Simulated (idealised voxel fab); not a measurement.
process module | voxel air gaps
cross-section cut | 285 nm wide | cells 5 nm
A cross-section is a grid of square cells, given in bands from the top down. A band is one or more rows of cells.
Each band's line starts with the height of the band's top and of its bottom, in nm. Then come its materials from left to right, each with its width in nm. One material with "throughout" fills the band from edge to edge. "air" is empty space.
Height 0 is the level under which the wafer as received is all one material. The lowest band goes on downwards, as in "0 down".
A width such as "30 to 40" changes by the same amount from each row of cells to the next, from the band's top row to its bottom row.
"no change" after a step means that no cell of the cross-section changed.
closed voids: empty space of 8 cells or more with no open way to the top, each as width x height at its distance from the left edge, in nm
after a step's settings: what the simulator itself notes on the step
overlay nm, on a step with a mask: how far to the right of its planned place the mask lay; to the left if negative
plan
1 op RECEIVE | material Si
2 op CONFORMAL_DEP | material SiO2 | thk nm 15
3 op CONFORMAL_DEP | material SiN | thk nm 5
4 op DIRECTIONAL_DEP | material lowk | thk nm 30
5 op MASKED_ETCH | tone open | mask id LINES | width nm 20 | pitch nm 50 | etch materials lowk | depth nm 30 | overlay nm 0
6 op CONFORMAL_DEP | material TiN | thk nm 5
7 op FILL_DEP | material Cu | thk nm 10
8 op CMP | height nm 50
9 op EPI | material Ru | thk nm 10
10 op SELECTIVE_ETCH | etch materials lowk | depth nm 40
11 op CONFORMAL_DEP | material SiCN | thk nm 5
as received, after step 1
  0 down: Si throughout
  closed voids: none
a wafer at the end: this start, this plan, one mistake
  65 to 60: air 50 | SiCN 200 | air 35
  60 to 50: air 50 | SiCN 5 | Ru 40 | SiCN 10 | Ru 40 | SiCN 10 | Ru 40 | SiCN 10 | Ru 40 | SiCN 5 | air 35
  50 to 45: air 50 | SiCN 15 | TiN 5 | Cu 10 | TiN 5 | SiCN 30 | TiN 5 | Cu 10 | TiN 5 | SiCN 30 | TiN 5 | Cu 10 | TiN 5 | SiCN 30 | TiN 5 | Cu 10 | TiN 5 | SiCN 15 | air 35
  45 to 25: air 60 | SiCN 5 | TiN 5 | Cu 10 | TiN 5 | SiCN 5 | air 20 | SiCN 5 | TiN 5 | Cu 10 | TiN 5 | SiCN 5 | air 20 | SiCN 5 | TiN 5 | Cu 10 | TiN 5 | SiCN 5 | air 20 | SiCN 5 | TiN 5 | Cu 10 | TiN 5 | SiCN 5 | air 45
  25 to 20: SiCN 65 | TiN 20 | SiCN 30 | TiN 20 | SiCN 30 | TiN 20 | SiCN 30 | TiN 20 | SiCN 50
  20 to 15: SiN throughout
  15 to 0: SiO2 throughout
  0 down: Si throughout
  closed voids: 20 x 20 at 90; 20 x 20 at 140; 20 x 20 at 190
what went wrong: step 5 ran as: op MASKED_ETCH | tone open | mask id LINES | width nm 20 | pitch nm 50 | etch materials lowk | depth nm 30 | overlay nm 10
